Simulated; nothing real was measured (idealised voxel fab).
The document below concerns the process module designated voxel wiring stack.
This is section cut - it's 235 nm across, gridded in 5 nm square cells.
Cross-section, as written here: a square-cell grid given band by band from the top down, where a band holds one or more rows of cells.
Band: top height; bottom height; in nm. Then, left to right: material with width in nm, for each material. "throughout": a single material spanning edge to edge. "blank": empty space.
Zero point of the height axis is 0; under it, received wafer = one material. Lowest band: continues down indefinitely, "0 nm and below".
Quick explanation for "30 to 40": the width changes in equal steps down the rows of cells, from the first number in the band's top row to the second number in its bottom row.
For the purposes of this document, the phrase "no alterations made" attached to a step denotes that no cell within the cross-section was modified by that step.
What "Completely sealed voids" gives you is every empty space of 8 cells or more that is cut off from the top. Each appears as width x height at distance, with the distance taken from the left edge and width, height and distance all in nm.
If you see something after the settings on a step's line, that's the simulator's own remark about that step.
The line of a step may include "overlay nm". On a step with a mask, this value is how far to the right of its planned place the mask lay. A negative value means the mask lay to the left.

# Here's what the planned process steps look like
1) RECEIVE [material Si]
2) CONFORMAL_DEP [material SiO2] [thk nm 10]
3) CONFORMAL_DEP [material SiCN] [thk nm 5]
4) DIRECTIONAL_DEP [material lowk] [thk nm 20]
5) DIRECTIONAL_DEP [material aC] [thk nm 10]
6) PATTERN [tone open] [mask id METAL_1] [material resist] [width nm 20] [pitch nm 40] [thk nm 30] [overlay nm 0]
7) DIRECTIONAL_ETCH [etch materials aC] [depth nm 10]
8) STRIP [etch materials resist]
9) DIRECTIONAL_ETCH [etch materials lowk] [depth nm 20]
10) DIRECTIONAL_ETCH [etch materials SiCN] [depth nm 5]
11) STRIP [etch materials aC]
12) CONFORMAL_DEP [material TiN] [thk nm 5]
13) FILL_DEP [material Cu] [thk nm 5]
14) CMP [height nm 35]
15) CONFORMAL_DEP [material SiCN] [thk nm 5]
16) DIRECTIONAL_DEP [material lowk] [thk nm 30]
17) MASKED_ETCH [tone open] [mask id METAL_2_HOLES] [width nm 15] [pitch nm 40] [etch materials lowk] [depth nm 30] [overlay nm 0]
18) MASKED_ETCH [tone open] [mask id METAL_2] [width nm 20] [pitch nm 40] [etch materials lowk] [depth nm 20] [overlay nm 0]
19) MASKED_ETCH [tone open] [mask id METAL_2] [width nm 20] [pitch nm 40] [etch materials SiCN] [depth nm 5] [overlay nm 0]
20) CONFORMAL_DEP [material TiN] [thk nm 5]
21) FILL_DEP [material Ru] [thk nm 10]
22) CMP [height nm 70]
23) CONFORMAL_DEP [material SiCN] [thk nm 5]

# The following pertains to the first of two wafers, which was processed as planned

# Delivered wafer in cross-section: state after step 1
    0 nm and below = Si throughout
    Completely sealed voids: none

# How the wafer stands in section after step 2
    10 nm to 0 nm = SiO2 throughout
    Under the height 0 nothing was changed.

# How the wafer stands in section after step 3
    15 nm to 10 nm = SiCN throughout
    Under the height 10 nothing was changed.

# How the wafer stands in section after step 4
    35 nm to 15 nm = lowk throughout
    Under the height 15 nothing was changed.

# How the wafer stands in section after step 5
    45 nm to 35 nm = aC throughout
    Under the height 35 nothing was changed.

# How the wafer stands in section after step 6
    75 nm to 45 nm = resist 85 / blank 20 / resist 20 / blank 20 / resist 90
    Under the height 45 nothing was changed.

# How the wafer stands in section after step 7
    65 nm to 45 nm = resist 85 / blank 20 / resist 20 / blank 20 / resist 90
    45 nm to 35 nm = aC 85 / blank 20 / aC 20 / blank 20 / aC 90
    Under the height 35 nothing was changed.

# How the wafer stands in section after step 8
    45 nm to 35 nm = aC 85 / blank 20 / aC 20 / blank 20 / aC 90
    Under the height 35 nothing was changed.

# How the wafer stands in section after step 9
    45 nm to 35 nm = aC 85 / blank 20 / aC 20 / blank 20 / aC 90
    35 nm to 15 nm = lowk 85 / blank 20 / lowk 20 / blank 20 / lowk 90
    Under the height 15 nothing was changed.

# How the wafer stands in section after step 10
    45 nm to 35 nm = aC 85 / blank 20 / aC 20 / blank 20 / aC 90
    35 nm to 15 nm = lowk 85 / blank 20 / lowk 20 / blank 20 / lowk 90
    15 nm to 10 nm = SiCN 85 / blank 20 / SiCN 20 / blank 20 / SiCN 90
    Under the height 10 nothing was changed.

# How the wafer stands in section after step 11
    35 nm to 15 nm = lowk 85 / blank 20 / lowk 20 / blank 20 / lowk 90
    Under the height 15 nothing was changed.

# How the wafer stands in section after step 12
    40 nm to 35 nm = TiN 90 / blank 10 / TiN 30 / blank 10 / TiN 95
    35 nm to 15 nm = lowk 85 / TiN 5 / blank 10 / TiN 5 / lowk 20 / TiN 5 / blank 10 / TiN 5 / lowk 90
    15 nm to 10 nm = SiCN 85 / TiN 20 / SiCN 20 / TiN 20 / SiCN 90
    Under the height 10 nothing was changed.

# How the wafer stands in section after step 13
    45 nm to 40 nm = Cu throughout
    40 nm to 35 nm = TiN 90 / Cu 10 / TiN 30 / Cu 10 / TiN 95
    35 nm to 15 nm = lowk 85 / TiN 5 / Cu 10 / TiN 5 / lowk 20 / TiN 5 / Cu 10 / TiN 5 / lowk 90
    Under the height 15 nothing was changed.

# How the wafer stands in section after step 14
    35 nm to 15 nm = lowk 85 / TiN 5 / Cu 10 / TiN 5 / lowk 20 / TiN 5 / Cu 10 / TiN 5 / lowk 90
    Under the height 15 nothing was changed.

# How the wafer stands in section after step 15
    40 nm to 35 nm = SiCN throughout
    Under the height 35 nothing was changed.

# How the wafer stands in section after step 16
    70 nm to 40 nm = lowk throughout
    Under the height 40 nothing was changed.

# How the wafer stands in section after step 17
    70 nm to 40 nm = lowk 85 / blank 15 / lowk 25 / blank 15 / lowk 95
    Under the height 40 nothing was changed.

# How the wafer stands in section after step 18
    70 nm to 50 nm = lowk 85 / blank 20 / lowk 20 / blank 20 / lowk 90
    Under the height 50 nothing was changed.

# How the wafer stands in section after step 19
    70 nm to 50 nm = lowk 85 / blank 20 / lowk 20 / blank 20 / lowk 90
    50 nm to 40 nm = lowk 85 / blank 15 / lowk 25 / blank 15 / lowk 95
    40 nm to 35 nm = SiCN 85 / blank 15 / SiCN 25 / blank 15 / SiCN 95
    Under the height 35 nothing was changed.

# How the wafer stands in section after step 20
    75 nm to 70 nm = TiN 90 / blank 10 / TiN 30 / blank 10 / TiN 95
    70 nm to 55 nm = lowk 85 / TiN 5 / blank 10 / TiN 5 / lowk 20 / TiN 5 / blank 10 / TiN 5 / lowk 90
    55 nm to 50 nm = lowk 85 / TiN 5 / blank 5 / TiN 10 / lowk 20 / TiN 5 / blank 5 / TiN 10 / lowk 90
    50 nm to 40 nm = lowk 85 / TiN 5 / blank 5 / TiN 5 / lowk 25 / TiN 5 / blank 5 / TiN 5 / lowk 95
    40 nm to 35 nm = SiCN 85 / TiN 15 / SiCN 25 / TiN 15 / SiCN 95
    Under the height 35 nothing was changed.

# How the wafer stands in section after step 21
    85 nm to 75 nm = Ru throughout
    75 nm to 70 nm = TiN 90 / Ru 10 / TiN 30 / Ru 10 / TiN 95
    70 nm to 55 nm = lowk 85 / TiN 5 / Ru 10 / TiN 5 / lowk 20 / TiN 5 / Ru 10 / TiN 5 / lowk 90
    55 nm to 50 nm = lowk 85 / TiN 5 / Ru 5 / TiN 10 / lowk 20 / TiN 5 / Ru 5 / TiN 10 / lowk 90
    50 nm to 40 nm = lowk 85 / TiN 5 / Ru 5 / TiN 5 / lowk 25 / TiN 5 / Ru 5 / TiN 5 / lowk 95
    Under the height 40 nothing was changed.

# How the wafer stands in section after step 22
    70 nm to 55 nm = lowk 85 / TiN 5 / Ru 10 / TiN 5 / lowk 20 / TiN 5 / Ru 10 / TiN 5 / lowk 90
    Under the height 55 nothing was changed.

# How the wafer stands in section after step 23
    75 nm to 70 nm = SiCN throughout
    Under the height 70 nothing was changed.

# Wafer two of the pair: same origin, same plan, one error during the run; identical to wafer one up to and including step 2

# Cross-section of the second wafer at the time by which step 3 should have been completed according to the plan
    30 nm to 10 nm = lowk throughout
    Under the height 10 nothing was changed.

# Cross-section of the second wafer at the time by which step 4 should have been completed according to the plan
    35 nm to 30 nm = SiCN throughout
    Under the height 30 nothing was changed.

# Cross-section of the second wafer at the time by which step 5 should have been completed according to the plan
    45 nm to 35 nm = aC throughout
    Under the height 35 nothing was changed.

# Cross-section of the second wafer at the time by which step 6 should have been completed according to the plan
    75 nm to 45 nm = resist 85 / blank 20 / resist 20 / blank 20 / resist 90
    Under the height 45 nothing was changed.

# Cross-section of the second wafer at the time by which step 7 should have been completed according to the plan
    65 nm to 45 nm = resist 85 / blank 20 / resist 20 / blank 20 / resist 90
    45 nm to 35 nm = aC 85 / blank 20 / aC 20 / blank 20 / aC 90
    Under the height 35 nothing was changed.

# Cross-section of the second wafer at the time by which step 8 should have been completed according to the plan
    45 nm to 35 nm = aC 85 / blank 20 / aC 20 / blank 20 / aC 90
    Under the height 35 nothing was changed.

Cross-section of the second wafer at the time by which step 9 should have been completed according to the plan: no alterations made

# Cross-section of the second wafer at the time by which step 10 should have been completed according to the plan
    45 nm to 35 nm = aC 85 / blank 20 / aC 20 / blank 20 / aC 90
    35 nm to 30 nm = SiCN 85 / blank 20 / SiCN 20 / blank 20 / SiCN 90
    Under the height 30 nothing was changed.

# Cross-section of the second wafer at the time by which step 11 should have been completed according to the plan
    35 nm to 30 nm = SiCN 85 / blank 20 / SiCN 20 / blank 20 / SiCN 90
    Under the height 30 nothing was changed.

# Cross-section of the second wafer at the time by which step 12 should have been completed according to the plan
    40 nm to 35 nm = TiN 90 / blank 10 / TiN 30 / blank 10 / TiN 95
    35 nm to 30 nm = SiCN 85 / TiN 20 / SiCN 20 / TiN 20 / SiCN 90
    Under the height 30 nothing was changed.

# Cross-section of the second wafer at the time by which step 13 should have been completed according to the plan
    45 nm to 40 nm = Cu throughout
    40 nm to 35 nm = TiN 90 / Cu 10 / TiN 30 / Cu 10 / TiN 95
    Under the height 35 nothing was changed.

# Cross-section of the second wafer at the time by which step 14 should have been completed according to the plan
    35 nm to 30 nm = SiCN 85 / TiN 20 / SiCN 20 / TiN 20 / SiCN 90
    Under the height 30 nothing was changed.

# Cross-section of the second wafer at the time by which step 15 should have been completed according to the plan
    40 nm to 35 nm = SiCN throughout
    Under the height 35 nothing was changed.

# Cross-section of the second wafer at the time by which step 16 should have been completed according to the plan
    70 nm to 40 nm = lowk throughout
    Under the height 40 nothing was changed.

# Cross-section of the second wafer at the time by which step 17 should have been completed according to the plan
    70 nm to 40 nm = lowk 85 / blank 15 / lowk 25 / blank 15 / lowk 95
    Under the height 40 nothing was changed.

# Cross-section of the second wafer at the time by which step 18 should have been completed according to the plan
    70 nm to 50 nm = lowk 85 / blank 20 / lowk 20 / blank 20 / lowk 90
    Under the height 50 nothing was changed.

# Cross-section of the second wafer at the time by which step 19 should have been completed according to the plan
    70 nm to 50 nm = lowk 85 / blank 20 / lowk 20 / blank 20 / lowk 90
    50 nm to 40 nm = lowk 85 / blank 15 / lowk 25 / blank 15 / lowk 95
    40 nm to 35 nm = SiCN 85 / blank 15 / SiCN 25 / blank 15 / SiCN 95
    Under the height 35 nothing was changed.

# Cross-section of the second wafer at the time by which step 20 should have been completed according to the plan
    75 nm to 70 nm = TiN 90 / blank 10 / TiN 30 / blank 10 / TiN 95
    70 nm to 55 nm = lowk 85 / TiN 5 / blank 10 / TiN 5 / lowk 20 / TiN 5 / blank 10 / TiN 5 / lowk 90
    55 nm to 50 nm = lowk 85 / TiN 5 / blank 5 / TiN 10 / lowk 20 / TiN 5 / blank 5 / TiN 10 / lowk 90
    50 nm to 40 nm = lowk 85 / TiN 5 / blank 5 / TiN 5 / lowk 25 / TiN 5 / blank 5 / TiN 5 / lowk 95
    40 nm to 30 nm = SiCN 85 / TiN 15 to 20 / SiCN 25 to 20 / TiN 15 to 20 / SiCN 95 to 90
    Under the height 30 nothing was changed.

# Cross-section of the second wafer at the time by which step 21 should have been completed according to the plan
    85 nm to 75 nm = Ru throughout
    75 nm to 70 nm = TiN 90 / Ru 10 / TiN 30 / Ru 10 / TiN 95
    70 nm to 55 nm = lowk 85 / TiN 5 / Ru 10 / TiN 5 / lowk 20 / TiN 5 / Ru 10 / TiN 5 / lowk 90
    55 nm to 50 nm = lowk 85 / TiN 5 / Ru 5 / TiN 10 / lowk 20 / TiN 5 / Ru 5 / TiN 10 / lowk 90
    50 nm to 40 nm = lowk 85 / TiN 5 / Ru 5 / TiN 5 / lowk 25 / TiN 5 / Ru 5 / TiN 5 / lowk 95
    Under the height 40 nothing was changed.

# Cross-section of the second wafer at the time by which step 22 should have been completed according to the plan
    70 nm to 55 nm = lowk 85 / TiN 5 / Ru 10 / TiN 5 / lowk 20 / TiN 5 / Ru 10 / TiN 5 / lowk 90
    Under the height 55 nothing was changed.

# Cross-section of the second wafer at the time by which step 23 should have been completed according to the plan
    75 nm to 70 nm = SiCN throughout
    Under the height 70 nothing was changed.
Diagnosis: mixed up steps 3 and 4 - ran each in the other's place
Wrapping up, a cell-based count of both wafers puts the second over or under the first for these materials: 16 fewer of Cu, 16 fewer of TiN, 32 more of lowk
